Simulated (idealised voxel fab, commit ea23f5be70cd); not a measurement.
Documented hereafter: the process module known as voxel self aligned contacts.
cross-section cut | 260 nm wide | cells 5 nm
Format of a cross-section: grid, square cells. Given as bands. Order: top down. Band: one or more rows of cells. Per band: top height and bottom height in nm, followed by the left-to-right materials and their widths in nm; "full width" marks a single material spanning edge to edge, "empty" marks empty space. Heights are expressed relative to 0, this being the level below which the as-received wafer comprises one material exclusively. The lowest band is unbounded in the downward direction and is denoted as in "0 down". A two-number width, for instance "30->40", indicates that the width is equal to the first number in the top row of the band and to the second number in the bottom row, and that it changes by a constant amount per row of cells. You'll sometimes find "identical to before" written for a step, and that's the way of saying that nowhere in the cross-section did a cell change during that step. "Sealed-off cavities" enumerates empty spaces isolated from the top, with no open way to it, that contain at least 8 cells, giving each as width x height at distance from the left edge, all three in nm. If you see something after the settings on a step's line, that's the simulator's own remark about that step. A step line may carry the setting "overlay nm", which, for steps involving a mask, states the distance by which the mask lay to the right of its intended position; negative values denote displacement to the left.
This section lists the process steps that were planned:
1,RECEIVE: material Si
2,OXIDIZE: depth nm 5
3,DIRECTIONAL_DEP: material polySi, thk nm 20
4,DIRECTIONAL_DEP: material SiN, thk nm 20
5,DIRECTIONAL_DEP: material aC, thk nm 15
6,PATTERN: tone cover, mask id GATE, material resist, width nm 25, pitch nm 50, thk nm 30, overlay nm 0
7,DIRECTIONAL_ETCH: etch materials aC, depth nm 15
8,STRIP: etch materials resist
9,DIRECTIONAL_ETCH: etch materials SiN, depth nm 20
10,DIRECTIONAL_ETCH: etch materials polySi, depth nm 20
11,STRIP: etch materials aC
12,CONFORMAL_DEP: material SiN, thk nm 5
13,DIRECTIONAL_ETCH: etch materials SiN, depth nm 5
14,FILL_DEP: material SiO2, thk nm 15
15,CMP: height nm 45
16,DIRECTIONAL_DEP: material aC, thk nm 15
17,PATTERN: tone open, mask id CONTACT, material resist, width nm 35, thk nm 30, overlay nm 0
18,DIRECTIONAL_ETCH: etch materials aC, depth nm 15
19,STRIP: etch materials resist
20,DIRECTIONAL_ETCH: etch materials SiO2, depth nm 50
21,STRIP: etch materials aC
22,CONFORMAL_DEP: material TiN, thk nm 5
23,FILL_DEP: material W, thk nm 5
24,CMP: height nm 45
25,CONFORMAL_DEP: material SiN, thk nm 5
This is the cross-section of the wafer as we received it, i.e. after step 1:
> 0 down = Si full width
> Sealed-off cavities: none
Here's the cross-section of the first of our two wafers at the end of the module - it ran as planned:
> 50 to 45 = SiN full width
> 45 to 40 = SiO2: 110 / TiN: 15 / W: 5 / TiN: 15 / SiO2: 115
> 40 to 20 = SiO2: 85 / SiN: 35 / TiN: 5 / W: 5 / TiN: 5 / SiN: 35 / SiO2: 90
> 20 to 0 = SiO2: 85 / SiN: 5 / polySi: 25 / SiN: 5 / TiN: 5 / W: 5 / TiN: 5 / SiN: 5 / polySi: 25 / SiN: 5 / SiO2: 90
> 0 to -5 = SiO2: 120 / TiN: 15 / SiO2: 125
> -5 down = Si full width
> Sealed-off cavities: none
Here is the second of the two wafers cut open at the end of the module - same start, same plan as the first one, but we made one mistake running it:
> 50 to 45 = SiN full width
> 45 to 40 = SiO2: 110 / TiN: 35 / SiO2: 115
> 40 to 20 = SiO2: 80 / SiN: 45 / TiN: 5 / SiN: 45 / SiO2: 85
> 20 to 0 = SiO2: 80 / SiN: 5 / polySi: 35 / SiN: 5 / TiN: 5 / SiN: 5 / polySi: 35 / SiN: 5 / SiO2: 85
> 0 to -5 = SiO2: 125 / TiN: 5 / SiO2: 130
> -5 down = Si full width
> Sealed-off cavities: none
Want to know what went wrong? so step 6 ended up running with a different setting than we planned, it ran as PATTERN: tone cover, mask id GATE, material resist, width nm 35, pitch nm 50, thk nm 30, overlay nm 0
Upon completion, the second wafer contains, in terms of cells, a greater or smaller amount of certain materials than the first wafer: 16 more of SiN; 14 fewer of SiO2; 9 fewer of TiN; 9 fewer of W; 16 more of polySi
